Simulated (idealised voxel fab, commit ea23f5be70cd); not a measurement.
A process module follows: voxel transistor to metal.
Section shown: cut. Width: 145 nm. Cell size: 5 nm, square.
Cross-section = grid of square cells, listed top down in bands; band = one or more rows. Band: top and bottom heights (nm) first, top before bottom; then materials from left to right, widths in nm. "full width" marks a sole material filling the band edge to edge. "empty" denotes empty space. Heights are measured from 0, the level below which the as-received wafer is all one material; the lowest band has no bottom and continues downward, written as in "0..down". Per-row width for "30 to 40": begins at first number (top row of band), ends at second number (bottom row), increment between rows held constant. Take "all unchanged" at face value: in the step it is given for, the cross-section changed in none of its cells. "Closed cavity list" lists enclosed empty spaces (at least 8 cells, no open path upward to the top), each as width x height at distance from the left edge, in nm. Note: text after step settings on the step line = simulator remark on that step. The optional step-line setting "overlay nm" applies to steps with a mask and quantifies how far to the right of its planned location the mask lay, a negative value indicating leftward placement.

**List of planned process steps**
1 RECEIVE (material Si)
2 CONFORMAL_DEP (material SiO2; thk nm 5)
3 CONFORMAL_DEP (material SiN; thk nm 15)
4 MASKED_ETCH (tone cover; mask id ACTIVE; width nm 105; etch materials SiN; depth nm 15; overlay nm 0)
5 MASKED_ETCH (tone cover; mask id ACTIVE; width nm 105; etch materials SiO2; depth nm 5; overlay nm 0)
6 MASKED_ETCH (tone cover; mask id ACTIVE; width nm 105; etch materials Si; depth nm 30; overlay nm 0)
7 FILL_DEP (material SiO2; thk nm 15)
8 CMP (height nm 20)
9 SELECTIVE_ETCH (etch materials SiO2; depth nm 10)
10 STRIP (etch materials SiN)
11 SELECTIVE_ETCH (etch materials SiO2; depth nm 5)
12 OXIDIZE (depth nm 5)
13 DIRECTIONAL_DEP (material polySi; thk nm 20)
14 DIRECTIONAL_DEP (material SiCN; thk nm 10)
15 MASKED_ETCH (tone cover; mask id GATE; width nm 15; etch materials SiCN; depth nm 20; overlay nm 0)
16 MASKED_ETCH (tone cover; mask id GATE; width nm 15; etch materials polySi; depth nm 30; overlay nm 0)
17 CONFORMAL_DEP (material SiO2; thk nm 5)
18 DIRECTIONAL_ETCH (etch materials SiO2; depth nm 5)
19 CONFORMAL_DEP (material SiN; thk nm 5)
20 DIRECTIONAL_ETCH (etch materials SiN; depth nm 5)
21 DIRECTIONAL_ETCH (etch materials SiO2; depth nm 5)
22 DIRECTIONAL_ETCH (etch materials Si; depth nm 10)
23 EPI (material SiGe; thk nm 15)
24 FILL_DEP (material SiO2; thk nm 10)
25 CMP (height nm 30)
26 DIRECTIONAL_DEP (material SiO2; thk nm 15)
27 MASKED_ETCH (tone open; mask id CONTACT; width nm 30; pitch nm 55; etch materials SiO2; depth nm 35; overlay nm 0)
28 CONFORMAL_DEP (material TiN; thk nm 5)
29 FILL_DEP (material W; thk nm 5)
30 CMP (height nm 45)
31 CONFORMAL_DEP (material SiN; thk nm 5)
32 DIRECTIONAL_DEP (material SiO2; thk nm 20)
33 DIRECTIONAL_DEP (material aC; thk nm 10)
34 PATTERN (tone open; mask id METAL_1; material resist; width nm 15; pitch nm 70; thk nm 30; overlay nm 0)
35 DIRECTIONAL_ETCH (etch materials aC; depth nm 10)
36 STRIP (etch materials resist)
37 DIRECTIONAL_ETCH (etch materials SiO2; depth nm 20)
38 DIRECTIONAL_ETCH (etch materials SiN; depth nm 5)
39 STRIP (etch materials aC)
40 CONFORMAL_DEP (material TiN; thk nm 5)
41 FILL_DEP (material W; thk nm 10)
42 CMP (height nm 70)
43 CONFORMAL_DEP (material SiCN; thk nm 5)
44 DIRECTIONAL_DEP (material lowk; thk nm 35)
45 MASKED_ETCH (tone open; mask id METAL_2; width nm 15; pitch nm 70; etch materials lowk; depth nm 20; overlay nm 0)
46 DIRECTIONAL_DEP (material aC; thk nm 15)
47 PATTERN (tone open; mask id METAL_2_HOLES; material resist; width nm 15; pitch nm 70; thk nm 30; overlay nm 0)
48 DIRECTIONAL_ETCH (etch materials aC; depth nm 15)
49 STRIP (etch materials resist)
50 DIRECTIONAL_ETCH (etch materials lowk; depth nm 15)
51 DIRECTIONAL_ETCH (etch materials SiCN; depth nm 5)
52 STRIP (etch materials aC)
53 CONFORMAL_DEP (material TiN; thk nm 5)
54 FILL_DEP (material Ru; thk nm 10)
55 CMP (height nm 110)
56 CONFORMAL_DEP (material SiN; thk nm 5)

**As received (post step 1): cross-section**
- 0..down: Si full width
- Closed cavity list: none

**First wafer of two, sectioned at end of module; run went per plan**
- 115..110: SiN full width
- 110..75: lowk: 30 / TiN: 5 / Ru: 5 / TiN: 5 / lowk: 55 / TiN: 5 / Ru: 5 / TiN: 5 / lowk: 30
- 75..70: SiCN: 30 / TiN: 15 / SiCN: 55 / TiN: 15 / SiCN: 30
- 70..50: SiO2: 30 / TiN: 5 / W: 5 / TiN: 5 / SiO2: 55 / TiN: 5 / W: 5 / TiN: 5 / SiO2: 30
- 50..45: SiN: 30 / TiN: 15 / SiN: 55 / TiN: 15 / SiN: 30
- 45..35: SiO2: 30 / TiN: 5 / W: 20 / TiN: 5 / SiO2: 25 / TiN: 5 / W: 20 / TiN: 5 / SiO2: 30
- 35..30: SiO2: 30 / TiN: 5 / W: 15 / TiN: 10 / SiO2: 25 / TiN: 10 / W: 15 / TiN: 5 / SiO2: 30
- 30..20: SiO2: 30 / TiN: 5 / W: 15 / TiN: 5 / SiN: 5 / SiO2: 5 / SiCN: 15 / SiO2: 5 / SiN: 5 / TiN: 5 / W: 15 / TiN: 5 / SiO2: 30
- 20..15: SiO2: 30 / TiN: 5 / W: 15 / TiN: 5 / SiN: 5 / SiO2: 5 / polySi: 15 / SiO2: 5 / SiN: 5 / TiN: 5 / W: 15 / TiN: 5 / SiO2: 30
- 15..10: SiO2: 30 / TiN: 25 / SiN: 5 / SiO2: 5 / polySi: 15 / SiO2: 5 / SiN: 5 / TiN: 25 / SiO2: 30
- 10..5: SiO2: 20 / SiGe: 35 / SiN: 5 / SiO2: 5 / polySi: 15 / SiO2: 5 / SiN: 5 / SiGe: 35 / SiO2: 20
- 5..0: SiO2: 20 / SiN: 5 / SiGe: 30 / SiN: 5 / SiO2: 5 / polySi: 15 / SiO2: 5 / SiN: 5 / SiGe: 30 / SiN: 5 / SiO2: 20
- 0..-5: SiO2: 25 / SiGe: 30 / SiO2: 35 / SiGe: 30 / SiO2: 25
- -5..-15: SiO2: 20 / Si: 5 / SiGe: 30 / Si: 35 / SiGe: 30 / Si: 5 / SiO2: 20
- -15..-30: SiO2: 20 / Si: 105 / SiO2: 20
- -30..down: Si full width
- Closed cavity list: none

**Here's the second of our two wafers sectioned at module end. Same start as the first, same plan, but one mistake got made running it**
- 115..110: SiN full width
- 110..75: lowk: 30 / TiN: 5 / Ru: 5 / TiN: 5 / lowk: 55 / TiN: 5 / Ru: 5 / TiN: 5 / lowk: 30
- 75..70: SiCN: 30 / TiN: 15 / SiCN: 55 / TiN: 15 / SiCN: 30
- 70..50: SiO2: 30 / TiN: 5 / W: 5 / TiN: 5 / SiO2: 55 / TiN: 5 / W: 5 / TiN: 5 / SiO2: 30
- 50..45: SiN: 30 / TiN: 15 / SiN: 55 / TiN: 15 / SiN: 30
- 45..35: SiO2: 30 / TiN: 5 / W: 20 / TiN: 5 / SiO2: 25 / TiN: 5 / W: 20 / TiN: 5 / SiO2: 30
- 35..30: SiO2: 30 / TiN: 5 / W: 15 / TiN: 10 / SiO2: 25 / TiN: 10 / W: 15 / TiN: 5 / SiO2: 30
- 30..20: SiO2: 30 / TiN: 5 / W: 15 / TiN: 5 / SiN: 5 / SiO2: 5 / SiCN: 15 / SiO2: 5 / SiN: 5 / TiN: 5 / W: 15 / TiN: 5 / SiO2: 30
- 20..15: SiO2: 30 / TiN: 5 / W: 15 / TiN: 5 / SiN: 5 / SiO2: 5 / polySi: 15 / SiO2: 5 / SiN: 5 / TiN: 5 / W: 15 / TiN: 5 / SiO2: 30
- 15..10: SiO2: 30 / TiN: 25 / SiN: 5 / SiO2: 5 / polySi: 15 / SiO2: 5 / SiN: 5 / TiN: 25 / SiO2: 30
- 10..5: SiO2: 20 / SiGe: 35 / SiN: 5 / SiO2: 5 / polySi: 15 / SiO2: 5 / SiN: 5 / SiGe: 15 / SiO2: 5 / SiGe: 20 / SiO2: 15
- 5..0: SiO2: 20 / SiN: 5 / SiGe: 30 / SiN: 5 / SiO2: 5 / polySi: 15 / SiO2: 5 / SiN: 5 / SiGe: 15 / SiO2: 5 / SiGe: 15 / SiN: 5 / SiO2: 15
- 0..-5: SiO2: 25 / SiGe: 30 / SiO2: 35 / SiGe: 35 / SiO2: 20
- -5..-15: SiO2: 20 / Si: 5 / SiGe: 30 / Si: 35 / SiGe: 35 / Si: 5 / SiO2: 15
- -15..-30: SiO2: 20 / Si: 110 / SiO2: 15
- -30..down: Si full width
- Closed cavity list: none
Deviation from plan: step 4 went in with a setting other than planned; the actual run was MASKED_ETCH (tone cover; mask id ACTIVE; width nm 110; etch materials SiN; depth nm 15; overlay nm 0)
Wrapping up, a cell-based count of both wafers puts the second over or under the first for these materials: Si: 3 more, SiGe: 3 more, SiO2: 6 fewer
